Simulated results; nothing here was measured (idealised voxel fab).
Documented hereafter: the process module known as voxel ribs on slabs.
Shown is cross-section cut, with a width of 190 nm and square cells of size 5 nm.
Cross-section format: a grid of square cells, given as bands from top to bottom; each band is one or more rows of cells. Per band: top height and bottom height in nm, followed by the left-to-right materials and their widths in nm; "all across" marks a single material spanning edge to edge, "blank" marks empty space. Heights are reckoned from 0. Under this level, the received wafer is all of one material. The bottommost band is open-ended downward, for example "from 0 down". Quick explanation for "30->40": the width changes in equal steps down the rows of cells, from the first number in the band's top row to the second number in its bottom row. A step reported as "remained the same" is a step in which no cell of the cross-section changed. Empty spaces counting at least 8 cells and having no open way to the top are listed in "Closed-off voids". The notation width x height at distance is used for each, the distance being from the left edge and all three values in nm. Text after the settings on a step's line: the simulator's own remark on that step. The setting "overlay nm" may be written on the line of a step. When the step uses a mask, the value reports how far to the right of the planned place the mask lay, and a negative value reports that it lay to the left.

THE STEPS PLANNED FOR THE PROCESS ARE AS FOLLOWS
1 RECEIVE with material Si
2 DIRECTIONAL_DEP with material SiO2, thk nm 20
3 DIRECTIONAL_DEP with material SiN, thk nm 20
4 DIRECTIONAL_DEP with material aC, thk nm 10
5 PATTERN with tone cover, mask id RIB, material resist, width nm 30, thk nm 30, overlay nm 0
6 DIRECTIONAL_ETCH with etch materials aC, depth nm 10
7 STRIP with etch materials resist
8 DIRECTIONAL_ETCH with etch materials SiN, depth nm 10
9 STRIP with etch materials aC
10 MASKED_ETCH with tone cover, mask id SLAB, width nm 70, etch materials SiN, depth nm 10, overlay nm 0
11 FILL_DEP with material SiO2, thk nm 20
12 CMP with height nm 55
13 DIRECTIONAL_DEP with material TiN, thk nm 10
14 PATTERN with tone cover, mask id HEATER, material resist, width nm 40, thk nm 20, overlay nm 0
15 DIRECTIONAL_ETCH with etch materials TiN, depth nm 10
16 STRIP with etch materials resist
17 CONFORMAL_DEP with material SiN, thk nm 5

CROSS-SECTION OF THE INCOMING WAFER, STATE AFTER STEP 1
* from 0 down: Si all across
* Closed-off voids: none

CROSS-SECTIONAL VIEW OF THE FIRST OF THE TWO WAFERS UPON COMPLETION OF THE MODULE, PROCESSED IN ACCORDANCE WITH THE PLAN
* from 70 to 65: blank 70  SiN 50  blank 70
* from 65 to 60: blank 70  SiN 5  TiN 40  SiN 5  blank 70
* from 60 to 55: SiN 75  TiN 40  SiN 75
* from 55 to 40: SiO2 all across
* from 40 to 30: SiO2 80  SiN 30  SiO2 80
* from 30 to 20: SiO2 60  SiN 70  SiO2 60
* from 20 to 0: SiO2 all across
* from 0 down: Si all across
* Closed-off voids: none

WAFER TWO, SECTIONED AFTER THE MODULE: THE FIRST WAFER'S START, THE FIRST WAFER'S PLAN, AND ONE MISTAKE IN HOW IT WAS RUN
* from 70 to 65: blank 70  SiN 50  blank 70
* from 65 to 60: blank 70  SiN 5  TiN 40  SiN 5  blank 70
* from 60 to 55: SiN 75  TiN 40  SiN 75
* from 55 to 40: SiO2 all across
* from 40 to 30: SiO2 80  SiN 30  SiO2 80
* from 30 to 20: SiO2 65  SiN 70  SiO2 55
* from 20 to 0: SiO2 all across
* from 0 down: Si all across
* Closed-off voids: none
Deviation noted in wafer processing: step 10 went in with a setting other than planned; the actual run was MASKED_ETCH with tone cover, mask id SLAB, width nm 70, etch materials SiN, depth nm 10, overlay nm 5
The concluding comparison shows that, measured in cells, each material is equally abundant on both wafers, albeit at different positions.
